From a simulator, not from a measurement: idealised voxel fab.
Process module, titled voxel local oxidation
Section shown: cut. Width: 270 nm. Cell size: 5 nm, square.
Cross-section spec: square-cell grid; bands listed top down; each band is one or more rows. In this notation a band is specified by the heights of its top and bottom, in that order and in nm, after which its materials appear from left to right, each paired with its width in nm. The word "edge to edge" attached to a single material means that material fills the band from edge to edge; the word "blank" stands for empty space. Measure heights from 0. That's the level where, below it, the as-received wafer is all one material. The lowest band is bottomless and extends downward; write it as in "from 0 down". You'd read "30 to 40" like this: the band's top row of cells is as wide as the first number, its bottom row is as wide as the second, and going down, every row changes width by the same amount as the row before did. "no alterations made" for a step: no cell of the cross-section changed in that step. Entry "Enclosed cavities" = empty spaces >= 8 cells with no open way to the top; each as width x height at distance, distance from left edge, all nm. The remark found on a step's line after its settings is issued by the simulator itself and pertains to that step. If you see "overlay nm" on a step's line and that step has a mask, it's telling you how far right of where it was planned the mask ended up; a negative number means it went left instead.
## These are the steps we planned for the process
| 1 | RECEIVE (material Si) |
| 2 | OXIDIZE (depth nm 5) |
| 3 | CONFORMAL_DEP (material SiN; thk nm 10) |
| 4 | DIRECTIONAL_DEP (material aC; thk nm 15) |
| 5 | PATTERN (tone cover; mask id ACTIVE; material resist; width nm 120; thk nm 30; overlay nm 0) |
| 6 | DIRECTIONAL_ETCH (etch materials aC; depth nm 15) |
| 7 | STRIP (etch materials resist) |
| 8 | DIRECTIONAL_ETCH (etch materials SiN; depth nm 10) |
| 9 | STRIP (etch materials aC) |
| 10 | SELECTIVE_ETCH (etch materials SiO2; depth nm 5) |
| 11 | OXIDIZE (depth nm 10) |
| 12 | STRIP (etch materials SiN) |
## The cross-section here shows the wafer as received, i.e. in its state after step 1
- from 0 down: Si edge to edge
- Enclosed cavities: none
## Run as planned - first of the two wafers cross-sectioned at the end of the module
- from 0 to -5: 80 of blank, then 110 of SiO2, then 80 of blank
- from -5 to -15: 90 of SiO2, then 90 of Si, then 90 of SiO2
- from -15 down: Si edge to edge
- Enclosed cavities: none
## Presented here is a cross-section of the second of the two wafers as it stood at the end of the module. It was started in the same manner and assigned the same plan as the first wafer; however, one mistake was made in its execution
- from 0 to -5: 85 of blank, then 110 of SiO2, then 75 of blank
- from -5 to -15: 95 of SiO2, then 90 of Si, then 85 of SiO2
- from -15 down: Si edge to edge
- Enclosed cavities: none
What was the processing mistake? step 5, actual vs plan mismatch, actual run PATTERN (tone cover; mask id ACTIVE; material resist; width nm 120; thk nm 30; overlay nm 5)
Matching per-material cell counts, mismatched positions: that is how the second wafer compares with the first at the end.
